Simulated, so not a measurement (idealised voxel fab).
Process module, titled voxel double patterning
Pictured: cross-section cut, 155 nm wide, on a grid of 5 nm square cells.
For the purposes of this document, a cross-section shall be understood as a grid of square cells, specified as bands listed in top-to-bottom order, each band consisting of one or more rows of cells. This entry defines a band. It first specifies the height of the band's top and the height of its bottom in nm, and then specifies the band's materials from left to right, stating each material with its width in nm. The word "full width" identifies a single material that fills the band from edge to edge, while the word "blank" identifies empty space. Heights from 0 (as-received wafer is one material below). Bottom band endless downward, as "0..down". The notation "30 to 40" denotes a width that varies across the rows of cells in the band, beginning at the first number in the top row, finishing at the second number in the bottom row, and changing by an identical amount from each row to the next. When a step is marked "nothing was modified", none of the cells in the cross-section changed during that step. Reported under the label "Sealed internal cavities" are the empty spaces having no open way to the top and comprising 8 cells or more; the notation for each is width x height at distance, in which the distance is measured from the left edge and all three values are in nm. Post-settings text on a step line: simulator's own remark regarding the step. overlay nm, on a step with a mask: how far to the right of its planned place the mask lay; to the left if negative.

Process steps (planned)
1,RECEIVE (material Si)
2,CONFORMAL_DEP (material SiO2; thk nm 5)
3,DIRECTIONAL_DEP (material polySi; thk nm 10)
4,DIRECTIONAL_DEP (material SiN; thk nm 10)
5,MASKED_ETCH (tone open; mask id FIRST; width nm 15; pitch nm 50; etch materials SiN; depth nm 10; overlay nm 0)
6,PATTERN (tone open; mask id SECOND; material resist; width nm 15; pitch nm 50; thk nm 15; overlay nm 0)
7,DIRECTIONAL_ETCH (etch materials SiN; depth nm 10)
8,STRIP (etch materials resist)
9,DIRECTIONAL_ETCH (etch materials polySi; depth nm 10)
10,STRIP (etch materials SiN)

Step 1 complete: cross-section of the wafer as received
	0..down  Si full width
	Sealed internal cavities: none

The module was run from the start shown above using the plan shown above, but one mistake was made doing it; the resulting wafer cross-section is below
	15..5  20 nm polySi, 15 nm blank, 5 nm polySi, 15 nm blank, 15 nm polySi, 15 nm blank, 5 nm polySi, 15 nm blank, 15 nm polySi, 15 nm blank, 20 nm polySi
	5..0  SiO2 full width
	0..down  Si full width
	Sealed internal cavities: none
Here's what went sideways: step 6 ran as: PATTERN (tone open; mask id SECOND; material resist; width nm 15; pitch nm 50; thk nm 15; overlay nm -5)
